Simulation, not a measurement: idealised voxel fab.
Documented hereafter: the process module known as voxel spacer lines.
The figure presents cross-section cut, which has a width of 245 nm and is divided into square cells with an edge length of 5 nm.
If you're reading a cross-section in this doc, picture square cells in a grid; it comes to you as bands, top ones listed first down to the bottom, and a band can be one or more rows of cells.
The band entry comprises the height of the band's top followed by the height of its bottom, expressed in nm, and subsequently the band's materials from left to right, each stated together with its width in nm. Where a single material is marked with the word "throughout", that material fills the band from edge to edge. The word "empty" represents empty space.
Note: height 0 marks the level under which the wafer is uniformly one material as received. Lowest band unbounded below, written "from 0 down".
Read "30..40" as a graded width: first number on top, second number at the bottom, same change between each pair of neighbouring rows.
Where the words "no modifications" appear for a step, the cross-section shows no cell changed by that step; every cell remained as before.
For the entry "Encapsulated voids", the listed items are empty spaces with no open way to the top whose size is 8 cells or more; each item follows the pattern width x height at distance, where distance is from the left edge and all three are in nm.
Whatever follows a step's settings on its line is a remark the simulator itself makes about that step.
For masked steps, "overlay nm" on the step line gives how far right of plan the mask actually lay; a minus sign means it lay to the left.
Steps in the process plan:
1. RECEIVE [material Si]
2. CONFORMAL_DEP [material Al2O3] [thk nm 5]
3. DIRECTIONAL_DEP [material W] [thk nm 20]
4. DIRECTIONAL_DEP [material aC] [thk nm 25]
5. PATTERN [tone cover] [mask id MANDREL] [material resist] [width nm 25] [pitch nm 70] [thk nm 30] [overlay nm 0]
6. DIRECTIONAL_ETCH [etch materials aC] [depth nm 25]
7. STRIP [etch materials resist]
8. CONFORMAL_DEP [material SiO2] [thk nm 10]
9. DIRECTIONAL_ETCH [etch materials SiO2] [depth nm 10]
10. STRIP [etch materials aC]
11. DIRECTIONAL_ETCH [etch materials W] [depth nm 20]
12. STRIP [etch materials SiO2]
As-received wafer cross-section (after step 1):
	from 0 down: Si throughout
	Encapsulated voids: none
Below is the wafer in cross-section after the module was completed. It began from the starting point shown above and followed the plan shown above, except that one mistake was made while running it:
	from 25 to 20: Al2O3 throughout
	from 20 to 0: W throughout
	from 0 down: Si throughout
	Encapsulated voids: none
What was done differently from what was planned? swap of plan steps 2 and 3 during execution
